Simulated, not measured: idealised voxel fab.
A process module follows: voxel capacitor over wiring.
The width of the displayed cross-section, cut, is 225 nm; its cells are square, with a size of 5 nm.
In this document a cross-section is written as a grid of square cells. It is given as a series of bands, listed from the top down, and a band is one or more rows of cells. Heights first: top, then bottom, in nm. Then materials, left to right, each with a width in nm. "full width" on a single material: fills the band edge to edge. "empty": empty space. Heights are expressed relative to 0, this being the level below which the as-received wafer comprises one material exclusively. The lowest band is unbounded in the downward direction and is denoted as in "0 down". The two numbers in a width such as "30->40" mark its ends across the band: the first belongs to the top row of cells, the second to the bottom row, and from each row to the next the width moves by the same amount. Any step labelled "no modifications" changed none of the cells in the cross-section. "closed voids" - sealed voids, min. 8 cells, no opening to top; format: width x height at distance (distance from left edge; nm throughout). Where a step's line continues beyond its settings, the continuation is a remark by the simulator itself on that step. Regarding "overlay nm": on a step with a mask, it is the distance the mask lay to the right of its planned place; a negative value places it to the left. If you're wondering how to read the rest of this, here's the deal. It's pairs of cross-sections: one from before a process step, one from after it. The after one is only drawn as far down as the lowest band that changed. Right under each pair you'll see which step sits between them and what its settings were. Don't read the pairs as one continuous story, though. They can come from different runs of this module on the same starting wafer, and a pair only carries on from the one above it where its entry headed "Pre-step" says so.

# Pre-step
* 70 to 60: TiN full width
* 60 to 55: TiN: 70  W: 5  TiN: 150
* 55 to 40: lowk: 65  TiN: 5  W: 5  TiN: 5  lowk: 145
* 40 to 35: SiCN: 65  TiN: 15  SiCN: 145
* 35 to 15: SiO2: 50  SiN: 5  Ru: 25  SiN: 5  SiO2: 50  SiN: 5  Ru: 25  SiN: 5  SiO2: 55
* 15 to 10: SiN: 55  TiN: 25  SiN: 60  TiN: 25  SiN: 60
* 10 to 0: SiO2 full width
* 0 down: Si full width
* closed voids: none

# Sectional View, Post-Process
* 75 to 70: SiN full width
* Rest of section, below 70: as before.
* closed voids: none
Between before and after, shown above: DIRECTIONAL_DEP with material SiN, thk nm 5

Pre-step: identical to the post-step cross-section of the immediately preceding pair.

# Sectional View, Post-Process
* 85 to 75: TiN full width
* Rest of section, below 75: as before.
* closed voids: none
Between before and after, shown above: DIRECTIONAL_DEP with material TiN, thk nm 10

Pre-step: identical to the post-step cross-section of the immediately preceding pair.

# Sectional View, Post-Process
* 85 to 75: empty: 65  TiN: 65  empty: 95
* Rest of section, below 75: as before.
* closed voids: none
Between before and after, shown above: MASKED_ETCH with tone cover, mask id UPPER_PLATE, width nm 65, etch materials TiN, depth nm 10, overlay nm 0

Pre-step: identical to the post-step cross-section of the immediately preceding pair.

# Sectional View, Post-Process
* 85 to 75: empty: 65  TiN: 65  empty: 95
* 75 to 70: empty: 65  SiN: 65  empty: 95
* Rest of section, below 70: as before.
* closed voids: none
Between before and after, shown above: MASKED_ETCH with tone cover, mask id UPPER_PLATE, width nm 65, etch materials SiN, depth nm 5, overlay nm 0

Pre-step: identical to the post-step cross-section of the immediately preceding pair.

# Sectional View, Post-Process
* 100 to 85: empty: 65  aC: 65  empty: 95
* 85 to 75: aC: 65  TiN: 65  aC: 95
* 75 to 70: aC: 65  SiN: 65  aC: 95
* Rest of section, below 70: as before.
* closed voids: none
Between before and after, shown above: DIRECTIONAL_DEP with material aC, thk nm 15

Pre-step: identical to the post-step cross-section of the immediately preceding pair.

# Sectional View, Post-Process
* 130 to 100: empty: 60  resist: 75  empty: 90
* 100 to 85: empty: 60  resist: 5  aC: 65  resist: 5  empty: 90
* Rest of section, below 85: as before.
* closed voids: none
Between before and after, shown above: PATTERN with tone cover, mask id LOWER_PLATE, material resist, width nm 75, thk nm 30, overlay nm 0

Pre-step: identical to the post-step cross-section of the immediately preceding pair.

# Sectional View, Post-Process
* 115 to 100: empty: 60  resist: 75  empty: 90
* 100 to 85: empty: 60  resist: 5  aC: 65  resist: 5  empty: 90
* 85 to 75: empty: 60  aC: 5  TiN: 65  aC: 5  empty: 90
* 75 to 70: empty: 60  aC: 5  SiN: 65  aC: 5  empty: 90
* Rest of section, below 70: as before.
* closed voids: none
Between before and after, shown above: DIRECTIONAL_ETCH with etch materials aC, depth nm 15

Pre-step: identical to the post-step cross-section of the immediately preceding pair.

# Sectional View, Post-Process
* 100 to 85: empty: 65  aC: 65  empty: 95
* Rest of section, below 85: as before.
* closed voids: none
Between before and after, shown above: STRIP with etch materials resist

Pre-step: identical to the post-step cross-section of the immediately preceding pair.

# Sectional View, Post-Process
* 100 to 85: empty: 65  aC: 65  empty: 95
* 85 to 75: empty: 60  aC: 5  TiN: 65  aC: 5  empty: 90
* 75 to 70: empty: 60  aC: 5  SiN: 65  aC: 5  empty: 90
* 70 to 60: empty: 60  TiN: 75  empty: 90
* Rest of section, below 60: as before.
* closed voids: none
Between before and after, shown above: DIRECTIONAL_ETCH with etch materials TiN, depth nm 10

Pre-step: identical to the post-step cross-section of the immediately preceding pair.

# Sectional View, Post-Process
* 85 to 75: empty: 65  TiN: 65  empty: 95
* 75 to 70: empty: 65  SiN: 65  empty: 95
* Rest of section, below 70: as before.
* closed voids: none
Between before and after, shown above: STRIP with etch materials aC

Pre-step: identical to the post-step cross-section of the immediately preceding pair.

# Sectional View, Post-Process
* 100 to 85: SiO2 full width
* 85 to 75: SiO2: 65  TiN: 65  SiO2: 95
* 75 to 70: SiO2: 65  SiN: 65  SiO2: 95
* 70 to 60: SiO2: 60  TiN: 75  SiO2: 90
* Rest of section, below 60: as before.
* closed voids: none
Between before and after, shown above: FILL_DEP with material SiO2, thk nm 15

Pre-step: identical to the post-step cross-section of the immediately preceding pair.

# Sectional View, Post-Process
* 95 to 85: SiO2 full width
* Rest of section, below 85: as before.
* closed voids: none
Between before and after, shown above: CMP with height nm 95

Pre-step: identical to the post-step cross-section of the immediately preceding pair.

# Sectional View, Post-Process
* 110 to 95: resist: 75  empty: 15  resist: 135
* Rest of section, below 95: as before.
* closed voids: none
Between before and after, shown above: PATTERN with tone open, mask id PLUG_2, material resist, width nm 15, thk nm 15, overlay nm 0

Pre-step: identical to the post-step cross-section of the immediately preceding pair.

# Sectional View, Post-Process
* 110 to 95: resist: 75  empty: 15  resist: 135
* 95 to 85: SiO2: 75  empty: 15  SiO2: 135
* Rest of section, below 85: as before.
* closed voids: none
Between before and after, shown above: DIRECTIONAL_ETCH with etch materials SiO2, depth nm 10

Pre-step: identical to the post-step cross-section of the immediately preceding pair.

# Sectional View, Post-Process
* 95 to 85: SiO2: 75  empty: 15  SiO2: 135
* Rest of section, below 85: as before.
* closed voids: none
Between before and after, shown above: STRIP with etch materials resist

Pre-step: identical to the post-step cross-section of the immediately preceding pair.

# Sectional View, Post-Process
* 100 to 95: TiN: 80  empty: 5  TiN: 140
* 95 to 90: SiO2: 75  TiN: 5  empty: 5  TiN: 5  SiO2: 135
* 90 to 85: SiO2: 75  TiN: 15  SiO2: 135
* Rest of section, below 85: as before.
* closed voids: none
Between before and after, shown above: CONFORMAL_DEP with material TiN, thk nm 5

Pre-step: identical to the post-step cross-section of the immediately preceding pair.

# Sectional View, Post-Process
* 110 to 100: Cu full width
* 100 to 95: TiN: 80  Cu: 5  TiN: 140
* 95 to 90: SiO2: 75  TiN: 5  Cu: 5  TiN: 5  SiO2: 135
* Rest of section, below 90: as before.
* closed voids: none
Between before and after, shown above: FILL_DEP with material Cu, thk nm 10

Pre-step: identical to the post-step cross-section of the immediately preceding pair.

# Sectional View, Post-Process
* 95 to 90: SiO2: 75  TiN: 5  Cu: 5  TiN: 5  SiO2: 135
* Rest of section, below 90: as before.
* closed voids: none
Between before and after, shown above: CMP with height nm 95

Pre-step: identical to the post-step cross-section of the immediately preceding pair.

# Sectional View, Post-Process
* 100 to 95: SiCN full width
* Rest of section, below 95: as before.
* closed voids: none
Between before and after, shown above: CONFORMAL_DEP with material SiCN, thk nm 5

# Pre-step
* 100 to 85: empty: 65  aC: 65  empty: 95
* 85 to 75: aC: 65  TiN: 65  aC: 95
* 75 to 70: aC: 65  SiN: 65  aC: 95
* 70 to 60: TiN full width
* 60 to 40: lowk: 65  TiN: 5  W: 5  TiN: 5  lowk: 145
* 40 to 35: SiCN: 65  TiN: 15  SiCN: 145
* 35 to 15: SiO2: 50  SiN: 5  Ru: 25  SiN: 5  SiO2: 50  SiN: 5  Ru: 25  SiN: 5  SiO2: 55
* 15 to 10: SiN: 55  TiN: 25  SiN: 60  TiN: 25  SiN: 60
* 10 to 0: SiO2 full width
* 0 down: Si full width
* closed voids: none

# Sectional View, Post-Process
* 130 to 100: empty: 65  resist: 70  empty: 90
* 100 to 85: empty: 65  aC: 65  resist: 5  empty: 90
* Rest of section, below 85: as before.
* closed voids: none
Between before and after, shown above: PATTERN with tone cover, mask id LOWER_PLATE, material resist, width nm 70, thk nm 30, overlay nm 0

Pre-step: identical to the post-step cross-section of the immediately preceding pair.

# Sectional View, Post-Process
* 115 to 100: empty: 65  resist: 70  empty: 90
* 100 to 85: empty: 65  aC: 65  resist: 5  empty: 90
* 85 to 75: empty: 65  TiN: 65  aC: 5  empty: 90
* 75 to 70: empty: 65  SiN: 65  aC: 5  empty: 90
* Rest of section, below 70: as before.
* closed voids: none
Between before and after, shown above: DIRECTIONAL_ETCH with etch materials aC, depth nm 15

Pre-step: identical to the post-step cross-section of the immediately preceding pair.

# Sectional View, Post-Process
* 100 to 85: empty: 65  aC: 65  empty: 95
* Rest of section, below 85: as before.
* closed voids: none
Between before and after, shown above: STRIP with etch materials resist

Pre-step: identical to the post-step cross-section of the immediately preceding pair.

# Sectional View, Post-Process
* 100 to 85: empty: 65  aC: 65  empty: 95
* 85 to 75: empty: 65  TiN: 65  aC: 5  empty: 90
* 75 to 70: empty: 65  SiN: 65  aC: 5  empty: 90
* 70 to 60: empty: 65  TiN: 70  empty: 90
* Rest of section, below 60: as before.
* closed voids: none
Between before and after, shown above: DIRECTIONAL_ETCH with etch materials TiN, depth nm 10

Pre-step: identical to the post-step cross-section of the immediately preceding pair.

# Sectional View, Post-Process
* 85 to 75: empty: 65  TiN: 65  empty: 95
* 75 to 70: empty: 65  SiN: 65  empty: 95
* Rest of section, below 70: as before.
* closed voids: none
Between before and after, shown above: STRIP with etch materials aC

Pre-step: identical to the post-step cross-section of the immediately preceding pair.

# Sectional View, Post-Process
* 100 to 85: SiO2 full width
* 85 to 75: SiO2: 65  TiN: 65  SiO2: 95
* 75 to 70: SiO2: 65  SiN: 65  SiO2: 95
* 70 to 60: SiO2: 65  TiN: 70  SiO2: 90
* Rest of section, below 60: as before.
* closed voids: none
Between before and after, shown above: FILL_DEP with material SiO2, thk nm 15

Pre-step: identical to the post-step cross-section of the immediately preceding pair.

# Sectional View, Post-Process
* 95 to 85: SiO2 full width
* Rest of section, below 85: as before.
* closed voids: none
Between before and after, shown above: CMP with height nm 95

Pre-step: identical to the post-step cross-section of the immediately preceding pair.

# Sectional View, Post-Process
* 110 to 95: resist: 75  empty: 15  resist: 135
* Rest of section, below 95: as before.
* closed voids: none
Between before and after, shown above: PATTERN with tone open, mask id PLUG_2, material resist, width nm 15, thk nm 15, overlay nm 0

Pre-step: identical to the post-step cross-section of the immediately preceding pair.

# Sectional View, Post-Process
* 110 to 95: resist: 75  empty: 15  resist: 135
* 95 to 85: SiO2: 75  empty: 15  SiO2: 135
* Rest of section, below 85: as before.
* closed voids: none
Between before and after, shown above: DIRECTIONAL_ETCH with etch materials SiO2, depth nm 10

Pre-step: identical to the post-step cross-section of the immediately preceding pair.

# Sectional View, Post-Process
* 95 to 85: SiO2: 75  empty: 15  SiO2: 135
* Rest of section, below 85: as before.
* closed voids: none
Between before and after, shown above: STRIP with etch materials resist

Pre-step: identical to the post-step cross-section of the immediately preceding pair.

# Sectional View, Post-Process
* 100 to 95: TiN: 80  empty: 5  TiN: 140
* 95 to 90: SiO2: 75  TiN: 5  empty: 5  TiN: 5  SiO2: 135
* 90 to 85: SiO2: 75  TiN: 15  SiO2: 135
* Rest of section, below 85: as before.
* closed voids: none
Between before and after, shown above: CONFORMAL_DEP with material TiN, thk nm 5

Pre-step: identical to the post-step cross-section of the immediately preceding pair.

# Sectional View, Post-Process
* 110 to 100: Cu full width
* 100 to 95: TiN: 80  Cu: 5  TiN: 140
* 95 to 90: SiO2: 75  TiN: 5  Cu: 5  TiN: 5  SiO2: 135
* Rest of section, below 90: as before.
* closed voids: none
Between before and after, shown above: FILL_DEP with material Cu, thk nm 10

Pre-step: identical to the post-step cross-section of the immediately preceding pair.

# Sectional View, Post-Process
* 95 to 90: SiO2: 75  TiN: 5  Cu: 5  TiN: 5  SiO2: 135
* Rest of section, below 90: as before.
* closed voids: none
Between before and after, shown above: CMP with height nm 95

Pre-step: identical to the post-step cross-section of the immediately preceding pair.

# Sectional View, Post-Process
* 100 to 95: SiCN full width
* Rest of section, below 95: as before.
* closed voids: none
Between before and after, shown above: CONFORMAL_DEP with material SiCN, thk nm 5

# Pre-step
* 95 to 85: SiO2 full width
* 85 to 75: SiO2: 65  TiN: 65  SiO2: 95
* 75 to 70: SiO2: 65  SiN: 65  SiO2: 95
* 70 to 60: SiO2: 60  TiN: 75  SiO2: 90
* 60 to 40: lowk: 65  TiN: 5  W: 5  TiN: 5  lowk: 145
* 40 to 35: SiCN: 65  TiN: 15  SiCN: 145
* 35 to 15: SiO2: 50  SiN: 5  Ru: 25  SiN: 5  SiO2: 50  SiN: 5  Ru: 25  SiN: 5  SiO2: 55
* 15 to 10: SiN: 55  TiN: 25  SiN: 60  TiN: 25  SiN: 60
* 10 to 0: SiO2 full width
* 0 down: Si full width
* closed voids: none

# Sectional View, Post-Process
* 110 to 95: resist: 80  empty: 15  resist: 130
* Rest of section, below 95: as before.
* closed voids: none
Between before and after, shown above: PATTERN with tone open, mask id PLUG_2, material resist, width nm 15, thk nm 15, overlay nm 5

Pre-step: identical to the post-step cross-section of the immediately preceding pair.

# Sectional View, Post-Process
* 110 to 95: resist: 80  empty: 15  resist: 130
* 95 to 85: SiO2: 80  empty: 15  SiO2: 130
* Rest of section, below 85: as before.
* closed voids: none
Between before and after, shown above: DIRECTIONAL_ETCH with etch materials SiO2, depth nm 10

Pre-step: identical to the post-step cross-section of the immediately preceding pair.

# Sectional View, Post-Process
* 95 to 85: SiO2: 80  empty: 15  SiO2: 130
* Rest of section, below 85: as before.
* closed voids: none
Between before and after, shown above: STRIP with etch materials resist

Pre-step: identical to the post-step cross-section of the immediately preceding pair.

# Sectional View, Post-Process
* 100 to 95: TiN: 85  empty: 5  TiN: 135
* 95 to 90: SiO2: 80  TiN: 5  empty: 5  TiN: 5  SiO2: 130
* 90 to 85: SiO2: 80  TiN: 15  SiO2: 130
* Rest of section, below 85: as before.
* closed voids: none
Between before and after, shown above: CONFORMAL_DEP with material TiN, thk nm 5

Pre-step: identical to the post-step cross-section of the immediately preceding pair.

# Sectional View, Post-Process
* 110 to 100: Cu full width
* 100 to 95: TiN: 85  Cu: 5  TiN: 135
* 95 to 90: SiO2: 80  TiN: 5  Cu: 5  TiN: 5  SiO2: 130
* Rest of section, below 90: as before.
* closed voids: none
Between before and after, shown above: FILL_DEP with material Cu, thk nm 10

Pre-step: identical to the post-step cross-section of the immediately preceding pair.

# Sectional View, Post-Process
* 95 to 90: SiO2: 80  TiN: 5  Cu: 5  TiN: 5  SiO2: 130
* Rest of section, below 90: as before.
* closed voids: none
Between before and after, shown above: CMP with height nm 95

Pre-step: identical to the post-step cross-section of the immediately preceding pair.

# Sectional View, Post-Process
* 100 to 95: SiCN full width
* Rest of section, below 95: as before.
* closed voids: none
Between before and after, shown above: CONFORMAL_DEP with material SiCN, thk nm 5

# Pre-step
* 0 down: Si full width
* closed voids: none

# Sectional View, Post-Process
* 10 to 0: W full width
* Rest of section, below 0: as before.
* closed voids: none
Between before and after, shown above: CONFORMAL_DEP with material W, thk nm 10

Pre-step: identical to the post-step cross-section of the immediately preceding pair.

# Sectional View, Post-Process
* 15 to 10: TiN full width
* Rest of section, below 10: as before.
* closed voids: none
Between before and after, shown above: DIRECTIONAL_DEP with material TiN, thk nm 5

Pre-step: identical to the post-step cross-section of the immediately preceding pair.

# Sectional View, Post-Process
* 35 to 15: Ru full width
* Rest of section, below 15: as before.
* closed voids: none
Between before and after, shown above: DIRECTIONAL_DEP with material Ru, thk nm 20

Pre-step: identical to the post-step cross-section of the immediately preceding pair.

# Sectional View, Post-Process
* 50 to 35: empty: 55  resist: 25  empty: 60  resist: 25  empty: 60
* Rest of section, below 35: as before.
* closed voids: none
Between before and after, shown above: PATTERN with tone cover, mask id METAL_1, material resist, width nm 25, pitch nm 85, thk nm 15, overlay nm 0

Pre-step: identical to the post-step cross-section of the immediately preceding pair.

# Sectional View, Post-Process
* 50 to 35: empty: 55  resist: 25  empty: 60  resist: 25  empty: 60
* 35 to 15: empty: 55  Ru: 25  empty: 60  Ru: 25  empty: 60
* Rest of section, below 15: as before.
* closed voids: none
Between before and after, shown above: DIRECTIONAL_ETCH with etch materials Ru, depth nm 20

Pre-step: identical to the post-step cross-section of the immediately preceding pair.

# Sectional View, Post-Process
* 50 to 35: empty: 55  resist: 25  empty: 60  resist: 25  empty: 60
* 35 to 15: empty: 55  Ru: 25  empty: 60  Ru: 25  empty: 60
* 15 to 10: empty: 55  TiN: 25  empty: 60  TiN: 25  empty: 60
* Rest of section, below 10: as before.
* closed voids: none
Between before and after, shown above: DIRECTIONAL_ETCH with etch materials TiN, depth nm 5

Pre-step: identical to the post-step cross-section of the immediately preceding pair.

# Sectional View, Post-Process
* 35 to 15: empty: 55  Ru: 25  empty: 60  Ru: 25  empty: 60
* Rest of section, below 15: as before.
* closed voids: none
Between before and after, shown above: STRIP with etch materials resist

Pre-step: identical to the post-step cross-section of the immediately preceding pair.

# Sectional View, Post-Process
* 40 to 35: empty: 50  SiN: 35  empty: 50  SiN: 35  empty: 55
* 35 to 15: empty: 50  SiN: 5  Ru: 25  SiN: 5  empty: 50  SiN: 5  Ru: 25  SiN: 5  empty: 55
* 15 to 10: SiN: 55  TiN: 25  SiN: 60  TiN: 25  SiN: 60
* Rest of section, below 10: as before.
* closed voids: none
Between before and after, shown above: CONFORMAL_DEP with material SiN, thk nm 5

Pre-step: identical to the post-step cross-section of the immediately preceding pair.

# Sectional View, Post-Process
* 45 to 40: SiO2 full width
* 40 to 35: SiO2: 50  SiN: 35  SiO2: 50  SiN: 35  SiO2: 55
* 35 to 15: SiO2: 50  SiN: 5  Ru: 25  SiN: 5  SiO2: 50  SiN: 5  Ru: 25  SiN: 5  SiO2: 55
* Rest of section, below 15: as before.
* closed voids: none
Between before and after, shown above: FILL_DEP with material SiO2, thk nm 5

Pre-step: identical to the post-step cross-section of the immediately preceding pair.

# Sectional View, Post-Process
* 35 to 15: SiO2: 50  SiN: 5  Ru: 25  SiN: 5  SiO2: 50  SiN: 5  Ru: 25  SiN: 5  SiO2: 55
* Rest of section, below 15: as before.
* closed voids: none
Between before and after, shown above: CMP with height nm 35

Pre-step: identical to the post-step cross-section of the immediately preceding pair.

# Sectional View, Post-Process
* 40 to 35: SiCN full width
* Rest of section, below 35: as before.
* closed voids: none
Between before and after, shown above: CONFORMAL_DEP with material SiCN, thk nm 5

Pre-step: identical to the post-step cross-section of the immediately preceding pair.

# Sectional View, Post-Process
* 60 to 40: lowk full width
* Rest of section, below 40: as before.
* closed voids: none
Between before and after, shown above: DIRECTIONAL_DEP with material lowk, thk nm 20

Pre-step: identical to the post-step cross-section of the immediately preceding pair.

# Sectional View, Post-Process
* 75 to 60: aC full width
* Rest of section, below 60: as before.
* closed voids: none
Between before and after, shown above: DIRECTIONAL_DEP with material aC, thk nm 15

Pre-step: identical to the post-step cross-section of the immediately preceding pair.

# Sectional View, Post-Process
* 105 to 75: resist: 65  empty: 15  resist: 145
* Rest of section, below 75: as before.
* closed voids: none
Between before and after, shown above: PATTERN with tone open, mask id PLUG_1, material resist, width nm 15, thk nm 30, overlay nm 0

Pre-step: identical to the post-step cross-section of the immediately preceding pair.

# Sectional View, Post-Process
* 90 to 75: resist: 65  empty: 15  resist: 145
* 75 to 60: aC: 65  empty: 15  aC: 145
* Rest of section, below 60: as before.
* closed voids: none
Between before and after, shown above: DIRECTIONAL_ETCH with etch materials aC, depth nm 15

Pre-step: identical to the post-step cross-section of the immediately preceding pair.

# Sectional View, Post-Process
* 75 to 60: aC: 65  empty: 15  aC: 145
* Rest of section, below 60: as before.
* closed voids: none
Between before and after, shown above: STRIP with etch materials resist

Pre-step: identical to the post-step cross-section of the immediately preceding pair.

# Sectional View, Post-Process
* 75 to 60: aC: 65  empty: 15  aC: 145
* 60 to 40: lowk: 65  empty: 15  lowk: 145
* Rest of section, below 40: as before.
* closed voids: none
Between before and after, shown above: DIRECTIONAL_ETCH with etch materials lowk, depth nm 20

Pre-step: identical to the post-step cross-section of the immediately preceding pair.

# Sectional View, Post-Process
* 75 to 60: aC: 65  empty: 15  aC: 145
* 60 to 40: lowk: 65  empty: 15  lowk: 145
* 40 to 35: SiCN: 65  empty: 15  SiCN: 145
* Rest of section, below 35: as before.
* closed voids: none
Between before and after, shown above: DIRECTIONAL_ETCH with etch materials SiCN, depth nm 5

Pre-step: identical to the post-step cross-section of the immediately preceding pair.

# Sectional View, Post-Process
* 60 to 40: lowk: 65  empty: 15  lowk: 145
* Rest of section, below 40: as before.
* closed voids: none
Between before and after, shown above: STRIP with etch materials aC

Pre-step: identical to the post-step cross-section of the immediately preceding pair.

# Sectional View, Post-Process
* 65 to 60: TiN: 70  empty: 5  TiN: 150
* 60 to 40: lowk: 65  TiN: 5  empty: 5  TiN: 5  lowk: 145
* 40 to 35: SiCN: 65  TiN: 15  SiCN: 145
* Rest of section, below 35: as before.
* closed voids: none
Between before and after, shown above: CONFORMAL_DEP with material TiN, thk nm 5

Pre-step: identical to the post-step cross-section of the immediately preceding pair.

# Sectional View, Post-Process
* 70 to 65: W full width
* 65 to 60: TiN: 70  W: 5  TiN: 150
* 60 to 40: lowk: 65  TiN: 5  W: 5  TiN: 5  lowk: 145
* Rest of section, below 40: as before.
* closed voids: none
Between before and after, shown above: FILL_DEP with material W, thk nm 5

Pre-step: identical to the post-step cross-section of the immediately preceding pair.

# Sectional View, Post-Process
* 60 to 40: lowk: 65  TiN: 5  W: 5  TiN: 5  lowk: 145
* Rest of section, below 40: as before.
* closed voids: none
Between before and after, shown above: CMP with height nm 60

Pre-step: identical to the post-step cross-section of the immediately preceding pair.

# Sectional View, Post-Process
* 70 to 60: TiN full width
* Rest of section, below 60: as before.
* closed voids: none
Between before and after, shown above: DIRECTIONAL_DEP with material TiN, thk nm 10

Pre-step: identical to the post-step cross-section of the immediately preceding pair.

# Sectional View, Post-Process
* 75 to 70: SiN full width
* Rest of section, below 70: as before.
* closed voids: none
Between before and after, shown above: DIRECTIONAL_DEP with material SiN, thk nm 5

Pre-step: identical to the post-step cross-section of the immediately preceding pair.

# Sectional View, Post-Process
* 85 to 75: TiN full width
* Rest of section, below 75: as before.
* closed voids: none
Between before and after, shown above: DIRECTIONAL_DEP with material TiN, thk nm 10

Pre-step: identical to the post-step cross-section of the immediately preceding pair.

# Sectional View, Post-Process
* 85 to 75: empty: 65  TiN: 65  empty: 95
* Rest of section, below 75: as before.
* closed voids: none
Between before and after, shown above: MASKED_ETCH with tone cover, mask id UPPER_PLATE, width nm 65, etch materials TiN, depth nm 10, overlay nm 0

Pre-step: identical to the post-step cross-section of the immediately preceding pair.

# Sectional View, Post-Process
* 85 to 75: empty: 65  TiN: 65  empty: 95
* 75 to 70: empty: 65  SiN: 65  empty: 95
* Rest of section, below 70: as before.
* closed voids: none
Between before and after, shown above: MASKED_ETCH with tone cover, mask id UPPER_PLATE, width nm 65, etch materials SiN, depth nm 5, overlay nm 0

Pre-step: identical to the post-step cross-section of the immediately preceding pair.

# Sectional View, Post-Process
* 100 to 85: empty: 65  aC: 65  empty: 95
* 85 to 75: aC: 65  TiN: 65  aC: 95
* 75 to 70: aC: 65  SiN: 65  aC: 95
* Rest of section, below 70: as before.
* closed voids: none
Between before and after, shown above: DIRECTIONAL_DEP with material aC, thk nm 15

Pre-step: identical to the post-step cross-section of the immediately preceding pair.

# Sectional View, Post-Process
* 130 to 100: empty: 60  resist: 75  empty: 90
* 100 to 85: empty: 60  resist: 5  aC: 65  resist: 5  empty: 90
* Rest of section, below 85: as before.
* closed voids: none
Between before and after, shown above: PATTERN with tone cover, mask id LOWER_PLATE, material resist, width nm 75, thk nm 30, overlay nm 0

Pre-step: identical to the post-step cross-section of the immediately preceding pair.

# Sectional View, Post-Process
* 115 to 100: empty: 60  resist: 75  empty: 90
* 100 to 85: empty: 60  resist: 5  aC: 65  resist: 5  empty: 90
* 85 to 75: empty: 60  aC: 5  TiN: 65  aC: 5  empty: 90
* 75 to 70: empty: 60  aC: 5  SiN: 65  aC: 5  empty: 90
* Rest of section, below 70: as before.
* closed voids: none
Between before and after, shown above: DIRECTIONAL_ETCH with etch materials aC, depth nm 15

Pre-step: identical to the post-step cross-section of the immediately preceding pair.

# Sectional View, Post-Process
* 100 to 85: empty: 65  aC: 65  empty: 95
* Rest of section, below 85: as before.
* closed voids: none
Between before and after, shown above: STRIP with etch materials resist

Pre-step: identical to the post-step cross-section of the immediately preceding pair.

# Sectional View, Post-Process
* 100 to 85: empty: 65  aC: 65  empty: 95
* 85 to 75: empty: 60  aC: 5  TiN: 65  aC: 5  empty: 90
* 75 to 70: empty: 60  aC: 5  SiN: 65  aC: 5  empty: 90
* 70 to 60: empty: 60  TiN: 75  empty: 90
* Rest of section, below 60: as before.
* closed voids: none
Between before and after, shown above: DIRECTIONAL_ETCH with etch materials TiN, depth nm 10

Pre-step: identical to the post-step cross-section of the immediately preceding pair.

# Sectional View, Post-Process
* 85 to 75: empty: 65  TiN: 65  empty: 95
* 75 to 70: empty: 65  SiN: 65  empty: 95
* Rest of section, below 70: as before.
* closed voids: none
Between before and after, shown above: STRIP with etch materials aC

Pre-step: identical to the post-step cross-section of the immediately preceding pair.

# Sectional View, Post-Process
* 100 to 85: SiO2 full width
* 85 to 75: SiO2: 65  TiN: 65  SiO2: 95
* 75 to 70: SiO2: 65  SiN: 65  SiO2: 95
* 70 to 60: SiO2: 60  TiN: 75  SiO2: 90
* Rest of section, below 60: as before.
* closed voids: none
Between before and after, shown above: FILL_DEP with material SiO2, thk nm 15

Pre-step: identical to the post-step cross-section of the immediately preceding pair.

# Sectional View, Post-Process
* 95 to 85: SiO2 full width
* Rest of section, below 85: as before.
* closed voids: none
Between before and after, shown above: CMP with height nm 95

Pre-step: identical to the post-step cross-section of the immediately preceding pair.

# Sectional View, Post-Process
* 110 to 95: resist: 75  empty: 15  resist: 135
* Rest of section, below 95: as before.
* closed voids: none
Between before and after, shown above: PATTERN with tone open, mask id PLUG_2, material resist, width nm 15, thk nm 15, overlay nm 0

Pre-step: identical to the post-step cross-section of the immediately preceding pair.

# Sectional View, Post-Process
* 110 to 95: resist: 75  empty: 15  resist: 135
* 95 to 85: SiO2: 75  empty: 15  SiO2: 135
* Rest of section, below 85: as before.
* closed voids: none
Between before and after, shown above: DIRECTIONAL_ETCH with etch materials SiO2, depth nm 10

Pre-step: identical to the post-step cross-section of the immediately preceding pair.

# Sectional View, Post-Process
* 95 to 85: SiO2: 75  empty: 15  SiO2: 135
* Rest of section, below 85: as before.
* closed voids: none
Between before and after, shown above: STRIP with etch materials resist

Pre-step: identical to the post-step cross-section of the immediately preceding pair.

# Sectional View, Post-Process
* 100 to 95: TiN: 80  empty: 5  TiN: 140
* 95 to 90: SiO2: 75  TiN: 5  empty: 5  TiN: 5  SiO2: 135
* 90 to 85: SiO2: 75  TiN: 15  SiO2: 135
* Rest of section, below 85: as before.
* closed voids: none
Between before and after, shown above: CONFORMAL_DEP with material TiN, thk nm 5

Pre-step: identical to the post-step cross-section of the immediately preceding pair.

# Sectional View, Post-Process
* 110 to 100: Cu full width
* 100 to 95: TiN: 80  Cu: 5  TiN: 140
* 95 to 90: SiO2: 75  TiN: 5  Cu: 5  TiN: 5  SiO2: 135
* Rest of section, below 90: as before.
* closed voids: none
Between before and after, shown above: FILL_DEP with material Cu, thk nm 10

Pre-step: identical to the post-step cross-section of the immediately preceding pair.

# Sectional View, Post-Process
* 95 to 90: SiO2: 75  TiN: 5  Cu: 5  TiN: 5  SiO2: 135
* Rest of section, below 90: as before.
* closed voids: none
Between before and after, shown above: CMP with height nm 95

Pre-step: identical to the post-step cross-section of the immediately preceding pair.

# Sectional View, Post-Process
* 100 to 95: SiCN full width
* Rest of section, below 95: as before.
* closed voids: none
Between before and after, shown above: CONFORMAL_DEP with material SiCN, thk nm 5

# Pre-step
* 35 to 15: Ru full width
* 15 to 10: TiN full width
* 10 to 0: SiO2 full width
* 0 down: Si full width
* closed voids: none

# Sectional View, Post-Process
* 50 to 35: resist: 55  empty: 25  resist: 60  empty: 25  resist: 60
* Rest of section, below 35: as before.
* closed voids: none
Between before and after, shown above: PATTERN with tone open, mask id METAL_1, material resist, width nm 25, pitch nm 85, thk nm 15, overlay nm 0

Pre-step: identical to the post-step cross-section of the immediately preceding pair.

# Sectional View, Post-Process
* 50 to 35: resist: 55  empty: 25  resist: 60  empty: 25  resist: 60
* 35 to 15: Ru: 55  empty: 25  Ru: 60  empty: 25  Ru: 60
* Rest of section, below 15: as before.
* closed voids: none
Between before and after, shown above: DIRECTIONAL_ETCH with etch materials Ru, depth nm 20

Pre-step: identical to the post-step cross-section of the immediately preceding pair.

# Sectional View, Post-Process
* 50 to 35: resist: 55  empty: 25  resist: 60  empty: 25  resist: 60
* 35 to 15: Ru: 55  empty: 25  Ru: 60  empty: 25  Ru: 60
* 15 to 10: TiN: 55  empty: 25  TiN: 60  empty: 25  TiN: 60
* Rest of section, below 10: as before.
* closed voids: none
Between before and after, shown above: DIRECTIONAL_ETCH with etch materials TiN, depth nm 5

Pre-step: identical to the post-step cross-section of the immediately preceding pair.

# Sectional View, Post-Process
* 35 to 15: Ru: 55  empty: 25  Ru: 60  empty: 25  Ru: 60
* Rest of section, below 15: as before.
* closed voids: none
Between before and after, shown above: STRIP with etch materials resist
